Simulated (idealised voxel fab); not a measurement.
process module | voxel self aligned vias
cross-section cut | 210 nm wide | cells 5 nm
A cross-section is a grid of square cells, given in bands from the top down. A band is one or more rows of cells.
Each band's line starts with the height of the band's top and of its bottom, in nm. Then come its materials from left to right, each with its width in nm. One material with "throughout" fills the band from edge to edge. "air" is empty space.
Height 0 is the level under which the wafer as received is all one material. The lowest band goes on downwards, as in "0 down".
A width such as "30 to 40" changes by the same amount from each row of cells to the next, from the band's top row to its bottom row.
"no change" after a step means that no cell of the cross-section changed.
closed voids: empty space of 8 cells or more with no open way to the top, each as width x height at its distance from the left edge, in nm
after a step's settings: what the simulator itself notes on the step
overlay nm, on a step with a mask: how far to the right of its planned place the mask lay; to the left if negative
plan
1 op RECEIVE | material Si
2 op CONFORMAL_DEP | material SiO2 | thk nm 15
3 op CONFORMAL_DEP | material SiCN | thk nm 5
4 op DIRECTIONAL_DEP | material SiO2 | thk nm 20
5 op PATTERN | tone open | mask id LINES | material resist | width nm 20 | pitch nm 55 | thk nm 15 | overlay nm 0
6 op DIRECTIONAL_ETCH | etch materials SiO2 | depth nm 20
7 op STRIP | etch materials resist
8 op CONFORMAL_DEP | material TiN | thk nm 5
9 op FILL_DEP | material Ru | thk nm 5
10 op CMP | height nm 40
11 op SELECTIVE_ETCH | etch materials W Ru TiN | depth nm 10
12 op FILL_DEP | material SiN | thk nm 10
13 op CMP | height nm 40
14 op DIRECTIONAL_DEP | material SiO2 | thk nm 20
15 op MASKED_ETCH | tone open | mask id VIAS | width nm 40 | pitch nm 110 | etch materials SiO2 | depth nm 20 | overlay nm 0
16 op MASKED_ETCH | tone open | mask id VIAS | width nm 40 | pitch nm 110 | etch materials SiN | depth nm 10 | overlay nm 0
17 op CONFORMAL_DEP | material TiN | thk nm 5
18 op FILL_DEP | material Cu | thk nm 10
19 op CMP | height nm 60
20 op CONFORMAL_DEP | material SiCN | thk nm 5
as received, after step 1
  0 down: Si throughout
  closed voids: none
first wafer at the end, as planned
  65 to 60: SiCN throughout
  60 to 45: SiO2 30 | TiN 5 | Cu 30 | TiN 5 | SiO2 70 | TiN 5 | Cu 30 | TiN 5 | SiO2 30
  45 to 40: SiO2 30 | TiN 15 | Cu 10 | TiN 15 | SiO2 70 | TiN 15 | Cu 10 | TiN 15 | SiO2 30
  40 to 35: SiO2 40 | TiN 5 | Cu 10 | TiN 5 | SiO2 35 | SiN 20 | SiO2 35 | TiN 5 | Cu 10 | TiN 5 | SiO2 40
  35 to 30: SiO2 40 | TiN 20 | SiO2 35 | SiN 20 | SiO2 35 | TiN 20 | SiO2 40
  30 to 25: SiO2 40 | TiN 5 | Ru 10 | TiN 5 | SiO2 35 | TiN 5 | Ru 10 | TiN 5 | SiO2 35 | TiN 5 | Ru 10 | TiN 5 | SiO2 40
  25 to 20: SiO2 40 | TiN 20 | SiO2 35 | TiN 20 | SiO2 35 | TiN 20 | SiO2 40
  20 to 15: SiCN throughout
  15 to 0: SiO2 throughout
  0 down: Si throughout
  closed voids: none
second wafer at the end: like start, like plan, one mistake
  65 to 60: SiCN throughout
  60 to 45: Cu 25 | TiN 5 | SiO2 40 | TiN 5 | Cu 60 | TiN 5 | SiO2 40 | TiN 5 | Cu 25
  45 to 40: TiN 30 | SiO2 40 | TiN 70 | SiO2 40 | TiN 30
  40 to 30: SiO2 40 | SiN 20 | SiO2 35 | SiN 20 | SiO2 35 | SiN 20 | SiO2 40
  30 to 25: SiO2 40 | TiN 5 | Ru 10 | TiN 5 | SiO2 35 | TiN 5 | Ru 10 | TiN 5 | SiO2 35 | TiN 5 | Ru 10 | TiN 5 | SiO2 40
  25 to 20: SiO2 40 | TiN 20 | SiO2 35 | TiN 20 | SiO2 35 | TiN 20 | SiO2 40
  20 to 15: SiCN throughout
  15 to 0: SiO2 throughout
  0 down: Si throughout
  closed voids: none
what went wrong: step 15 ran as: op MASKED_ETCH | tone cover | mask id VIAS | width nm 40 | pitch nm 110 | etch materials SiO2 | depth nm 20 | overlay nm 0
at the end the second wafer has, in cells: 22 more of Cu | 16 more of SiN | 40 fewer of SiO2 | 2 more of TiN
